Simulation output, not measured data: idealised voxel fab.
process module | voxel air gaps
cross-section cut | 175 nm wide | cells 5 nm
A cross-section is a grid of square cells, given in bands from the top down. A band is one or more rows of cells.
Each band's line starts with the height of the band's top and of its bottom, in nm. Then come its materials from left to right, each with its width in nm. One material with "throughout" fills the band from edge to edge. "air" is empty space.
Height 0 is the level under which the wafer as received is all one material. The lowest band goes on downwards, as in "0 down".
A width such as "30 to 40" changes by the same amount from each row of cells to the next, from the band's top row to its bottom row.
"no change" after a step means that no cell of the cross-section changed.
closed voids: empty space of 8 cells or more with no open way to the top, each as width x height at its distance from the left edge, in nm
after a step's settings: what the simulator itself notes on the step
overlay nm, on a step with a mask: how far to the right of its planned place the mask lay; to the left if negative
plan
1 op RECEIVE | material Si
2 op CONFORMAL_DEP | material SiO2 | thk nm 15
3 op CONFORMAL_DEP | material SiCN | thk nm 5
4 op DIRECTIONAL_DEP | material SiO2 | thk nm 30
5 op DIRECTIONAL_DEP | material aC | thk nm 15
6 op PATTERN | tone open | mask id LINES | material resist | width nm 25 | pitch nm 50 | thk nm 35 | overlay nm 0
7 op DIRECTIONAL_ETCH | etch materials aC | depth nm 15
8 op STRIP | etch materials resist
9 op DIRECTIONAL_ETCH | etch materials SiO2 | depth nm 30
10 op STRIP | etch materials aC
11 op CONFORMAL_DEP | material TiN | thk nm 5
12 op FILL_DEP | material Cu | thk nm 10
13 op CMP | height nm 50
14 op EPI | material Ru | thk nm 10
15 op SELECTIVE_ETCH | etch materials SiO2 | depth nm 40
16 op CONFORMAL_DEP | material SiCN | thk nm 5
as received, after step 1
  0 down: Si throughout
  closed voids: none
first wafer at the end, as planned
  65 to 60: air 10 | SiCN 155 | air 10
  60 to 50: air 10 | SiCN 5 | Ru 45 | SiCN 5 | Ru 45 | SiCN 5 | Ru 45 | SiCN 5 | air 10
  50 to 45: air 10 | SiCN 15 | TiN 5 | Cu 15 | TiN 5 | SiCN 25 | TiN 5 | Cu 15 | TiN 5 | SiCN 25 | TiN 5 | Cu 15 | TiN 5 | SiCN 15 | air 10
  45 to 25: air 20 | SiCN 5 | TiN 5 | Cu 15 | TiN 5 | SiCN 5 | air 15 | SiCN 5 | TiN 5 | Cu 15 | TiN 5 | SiCN 5 | air 15 | SiCN 5 | TiN 5 | Cu 15 | TiN 5 | SiCN 5 | air 20
  25 to 20: SiCN 25 | TiN 25 | SiCN 25 | TiN 25 | SiCN 25 | TiN 25 | SiCN 25
  20 to 15: SiCN throughout
  15 to 0: SiO2 throughout
  0 down: Si throughout
  closed voids: 15 x 20 at 55; 15 x 20 at 105
second wafer at the end: like start, like plan, one mistake
  65 to 60: air 20 | SiCN 155
  60 to 50: air 20 | SiCN 5 | Ru 45 | SiCN 5 | Ru 45 | SiCN 5 | Ru 45 | SiCN 5
  50 to 45: air 20 | SiCN 15 | TiN 5 | Cu 15 | TiN 5 | SiCN 25 | TiN 5 | Cu 15 | TiN 5 | SiCN 25 | TiN 5 | Cu 15 | TiN 5 | SiCN 15
  45 to 25: air 30 | SiCN 5 | TiN 5 | Cu 15 | TiN 5 | SiCN 5 | air 15 | SiCN 5 | TiN 5 | Cu 15 | TiN 5 | SiCN 5 | air 15 | SiCN 5 | TiN 5 | Cu 15 | TiN 5 | SiCN 5 | air 10
  25 to 20: SiCN 35 | TiN 25 | SiCN 25 | TiN 25 | SiCN 25 | TiN 25 | SiCN 15
  20 to 15: SiCN throughout
  15 to 0: SiO2 throughout
  0 down: Si throughout
  closed voids: 15 x 20 at 65; 15 x 20 at 115; 10 x 20 at 165
what went wrong: step 6 ran as: op PATTERN | tone open | mask id LINES | material resist | width nm 25 | pitch nm 50 | thk nm 35 | overlay nm 10
at the end the second wafer has, in cells: as many of each material as the first, in other places
closed voids at the end (first wafer, second wafer): 2, 3
